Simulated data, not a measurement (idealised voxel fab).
The name of this process module is voxel self aligned contacts.
We display cut, a cross-section 300 nm in width whose square cells are each 5 nm.
Think of the cross-section as a grid of square cells. We describe it in bands, top to bottom, and each band covers one or more rows of those cells. Top, bottom (nm), then materials left to right with widths (nm); lone material tagged "edge to edge" fills the whole band edge to edge; "air" = empty space. All heights in this document are referenced to 0, defined as the level beneath which the wafer, as received, consists entirely of one material. The lowest band is not bounded below; it extends indefinitely downward and is written in the form "0 -> down". The width entry "30..40" should be interpreted row by row: the top row of cells in the band takes the first number, the bottom row takes the second number, and the change between adjacent rows is uniform throughout. The cross-section has no changed cell in any step marked "all unchanged". "Catalogued sealed voids": empty spaces of 8 cells or more with no open way to the top, each given as width x height at distance, distance from the left edge, all in nm. Anything after a step's settings on that line? It's the simulator's own note about the step. When a step includes a mask, the "overlay nm" setting on its line states how far to the right of its planned place that mask lay, and negative values state how far to the left.
-- Intended process steps
1 RECEIVE [material Si]
2 OXIDIZE [depth nm 5]
3 DIRECTIONAL_DEP [material polySi] [thk nm 30]
4 DIRECTIONAL_DEP [material SiN] [thk nm 15]
5 MASKED_ETCH [tone cover] [mask id GATE] [width nm 35] [pitch nm 65] [etch materials SiN] [depth nm 15] [overlay nm 0]
6 MASKED_ETCH [tone cover] [mask id GATE] [width nm 35] [pitch nm 65] [etch materials polySi] [depth nm 30] [overlay nm 0]
7 CONFORMAL_DEP [material SiN] [thk nm 5]
8 DIRECTIONAL_ETCH [etch materials SiN] [depth nm 5]
9 FILL_DEP [material SiO2] [thk nm 10]
10 CMP [height nm 50]
11 DIRECTIONAL_DEP [material aC] [thk nm 10]
12 PATTERN [tone open] [mask id CONTACT] [material resist] [width nm 40] [thk nm 25] [overlay nm 0]
13 DIRECTIONAL_ETCH [etch materials aC] [depth nm 10]
14 STRIP [etch materials resist]
15 DIRECTIONAL_ETCH [etch materials SiO2] [depth nm 55]
16 STRIP [etch materials aC]
17 CONFORMAL_DEP [material TiN] [thk nm 5]
18 FILL_DEP [material W] [thk nm 10]
19 CMP [height nm 50]
20 CONFORMAL_DEP [material SiN] [thk nm 5]
-- First of two wafers - as planned
-- Wafer cross-section on receipt, i.e. after step 1
> 0 -> down = Si edge to edge
> Catalogued sealed voids: none
-- State of the wafer after step 2, shown in cross-section
> 0 -> -5 = SiO2 edge to edge
> All layers under -5 are left as they were.
-- State of the wafer after step 3, shown in cross-section
> 30 -> 0 = polySi edge to edge
> All layers under 0 are left as they were.
-- State of the wafer after step 4, shown in cross-section
> 45 -> 30 = SiN edge to edge
> All layers under 30 are left as they were.
-- State of the wafer after step 5, shown in cross-section
> 45 -> 30 = 100 of air  35 of SiN  30 of air  35 of SiN  100 of air
> All layers under 30 are left as they were.
-- State of the wafer after step 6, shown in cross-section
> 45 -> 30 = 100 of air  35 of SiN  30 of air  35 of SiN  100 of air
> 30 -> 0 = 100 of air  35 of polySi  30 of air  35 of polySi  100 of air
> All layers under 0 are left as they were.
-- State of the wafer after step 7, shown in cross-section
> 50 -> 30 = 95 of air  45 of SiN  20 of air  45 of SiN  95 of air
> 30 -> 5 = 95 of air  5 of SiN  35 of polySi  5 of SiN  20 of air  5 of SiN  35 of polySi  5 of SiN  95 of air
> 5 -> 0 = 100 of SiN  35 of polySi  30 of SiN  35 of polySi  100 of SiN
> All layers under 0 are left as they were.
-- State of the wafer after step 8, shown in cross-section
> 45 -> 30 = 95 of air  45 of SiN  20 of air  45 of SiN  95 of air
> 30 -> 0 = 95 of air  5 of SiN  35 of polySi  5 of SiN  20 of air  5 of SiN  35 of polySi  5 of SiN  95 of air
> All layers under 0 are left as they were.
-- State of the wafer after step 9, shown in cross-section
> 55 -> 45 = SiO2 edge to edge
> 45 -> 30 = 95 of SiO2  45 of SiN  20 of SiO2  45 of SiN  95 of SiO2
> 30 -> 0 = 95 of SiO2  5 of SiN  35 of polySi  5 of SiN  20 of SiO2  5 of SiN  35 of polySi  5 of SiN  95 of SiO2
> All layers under 0 are left as they were.
-- State of the wafer after step 10, shown in cross-section
> 50 -> 45 = SiO2 edge to edge
> All layers under 45 are left as they were.
-- State of the wafer after step 11, shown in cross-section
> 60 -> 50 = aC edge to edge
> All layers under 50 are left as they were.
-- State of the wafer after step 12, shown in cross-section
> 85 -> 60 = 130 of resist  40 of air  130 of resist
> All layers under 60 are left as they were.
-- State of the wafer after step 13, shown in cross-section
> 75 -> 60 = 130 of resist  40 of air  130 of resist
> 60 -> 50 = 130 of aC  40 of air  130 of aC
> All layers under 50 are left as they were.
-- State of the wafer after step 14, shown in cross-section
> 60 -> 50 = 130 of aC  40 of air  130 of aC
> All layers under 50 are left as they were.
-- State of the wafer after step 15, shown in cross-section
> 60 -> 50 = 130 of aC  40 of air  130 of aC
> 50 -> 45 = 130 of SiO2  40 of air  130 of SiO2
> 45 -> 30 = 95 of SiO2  45 of SiN  20 of air  45 of SiN  95 of SiO2
> 30 -> 0 = 95 of SiO2  5 of SiN  35 of polySi  5 of SiN  20 of air  5 of SiN  35 of polySi  5 of SiN  95 of SiO2
> 0 -> -5 = 140 of SiO2  20 of air  140 of SiO2
> All layers under -5 are left as they were.
-- State of the wafer after step 16, shown in cross-section
> 50 -> 45 = 130 of SiO2  40 of air  130 of SiO2
> All layers under 45 are left as they were.
-- State of the wafer after step 17, shown in cross-section
> 55 -> 50 = 135 of TiN  30 of air  135 of TiN
> 50 -> 45 = 130 of SiO2  15 of TiN  10 of air  15 of TiN  130 of SiO2
> 45 -> 30 = 95 of SiO2  45 of SiN  5 of TiN  10 of air  5 of TiN  45 of SiN  95 of SiO2
> 30 -> 0 = 95 of SiO2  5 of SiN  35 of polySi  5 of SiN  5 of TiN  10 of air  5 of TiN  5 of SiN  35 of polySi  5 of SiN  95 of SiO2
> 0 -> -5 = 140 of SiO2  20 of TiN  140 of SiO2
> All layers under -5 are left as they were.
-- State of the wafer after step 18, shown in cross-section
> 65 -> 55 = W edge to edge
> 55 -> 50 = 135 of TiN  30 of W  135 of TiN
> 50 -> 45 = 130 of SiO2  15 of TiN  10 of W  15 of TiN  130 of SiO2
> 45 -> 30 = 95 of SiO2  45 of SiN  5 of TiN  10 of W  5 of TiN  45 of SiN  95 of SiO2
> 30 -> 0 = 95 of SiO2  5 of SiN  35 of polySi  5 of SiN  5 of TiN  10 of W  5 of TiN  5 of SiN  35 of polySi  5 of SiN  95 of SiO2
> All layers under 0 are left as they were.
-- State of the wafer after step 19, shown in cross-section
> 50 -> 45 = 130 of SiO2  15 of TiN  10 of W  15 of TiN  130 of SiO2
> All layers under 45 are left as they were.
-- State of the wafer after step 20, shown in cross-section
> 55 -> 50 = SiN edge to edge
> All layers under 50 are left as they were.
-- Second wafer, same starting conditions and recipe as the first, one mistake in executing it, nothing differs from the first up to and including step 6
Cross-section of the second wafer at the time step 7 of the plan should have ended: all unchanged
-- Cross-section of the second wafer at the time step 8 of the plan should have ended
> 40 -> 30 = 100 of air  35 of SiN  30 of air  35 of SiN  100 of air
> All layers under 30 are left as they were.
-- Cross-section of the second wafer at the time step 9 of the plan should have ended
> 50 -> 40 = SiO2 edge to edge
> 40 -> 30 = 100 of SiO2  35 of SiN  30 of SiO2  35 of SiN  100 of SiO2
> 30 -> 0 = 100 of SiO2  35 of polySi  30 of SiO2  35 of polySi  100 of SiO2
> All layers under 0 are left as they were.
Cross-section of the second wafer at the time step 10 of the plan should have ended: all unchanged
-- Cross-section of the second wafer at the time step 11 of the plan should have ended
> 60 -> 50 = aC edge to edge
> All layers under 50 are left as they were.
-- Cross-section of the second wafer at the time step 12 of the plan should have ended
> 85 -> 60 = 130 of resist  40 of air  130 of resist
> All layers under 60 are left as they were.
-- Cross-section of the second wafer at the time step 13 of the plan should have ended
> 75 -> 60 = 130 of resist  40 of air  130 of resist
> 60 -> 50 = 130 of aC  40 of air  130 of aC
> All layers under 50 are left as they were.
-- Cross-section of the second wafer at the time step 14 of the plan should have ended
> 60 -> 50 = 130 of aC  40 of air  130 of aC
> All layers under 50 are left as they were.
-- Cross-section of the second wafer at the time step 15 of the plan should have ended
> 60 -> 50 = 130 of aC  40 of air  130 of aC
> 50 -> 40 = 130 of SiO2  40 of air  130 of SiO2
> 40 -> 30 = 100 of SiO2  35 of SiN  30 of air  35 of SiN  100 of SiO2
> 30 -> 0 = 100 of SiO2  35 of polySi  30 of air  35 of polySi  100 of SiO2
> 0 -> -5 = 135 of SiO2  30 of air  135 of SiO2
> All layers under -5 are left as they were.
-- Cross-section of the second wafer at the time step 16 of the plan should have ended
> 50 -> 40 = 130 of SiO2  40 of air  130 of SiO2
> All layers under 40 are left as they were.
-- Cross-section of the second wafer at the time step 17 of the plan should have ended
> 55 -> 50 = 135 of TiN  30 of air  135 of TiN
> 50 -> 40 = 130 of SiO2  5..10 of TiN  30..20 of air  5..10 of TiN  130 of SiO2
> 40 -> 30 = 100 of SiO2  35 of SiN  5 of TiN  20 of air  5 of TiN  35 of SiN  100 of SiO2
> 30 -> 0 = 100 of SiO2  35 of polySi  5 of TiN  20 of air  5 of TiN  35 of polySi  100 of SiO2
> 0 -> -5 = 135 of SiO2  30 of TiN  135 of SiO2
> All layers under -5 are left as they were.
-- Cross-section of the second wafer at the time step 18 of the plan should have ended
> 65 -> 55 = W edge to edge
> 55 -> 50 = 135 of TiN  30 of W  135 of TiN
> 50 -> 40 = 130 of SiO2  5..10 of TiN  30..20 of W  5..10 of TiN  130 of SiO2
> 40 -> 30 = 100 of SiO2  35 of SiN  5 of TiN  20 of W  5 of TiN  35 of SiN  100 of SiO2
> 30 -> 0 = 100 of SiO2  35 of polySi  5 of TiN  20 of W  5 of TiN  35 of polySi  100 of SiO2
> All layers under 0 are left as they were.
-- Cross-section of the second wafer at the time step 19 of the plan should have ended
> 50 -> 40 = 130 of SiO2  5..10 of TiN  30..20 of W  5..10 of TiN  130 of SiO2
> All layers under 40 are left as they were.
-- Cross-section of the second wafer at the time step 20 of the plan should have ended
> 55 -> 50 = SiN edge to edge
> All layers under 50 are left as they were.
Want to know what went wrong? step 7 of the plan never got run, it was skipped over
Cell-count delta at end, second wafer over first, by material: SiN: 50 fewer | SiO2: 28 more | W: 22 more
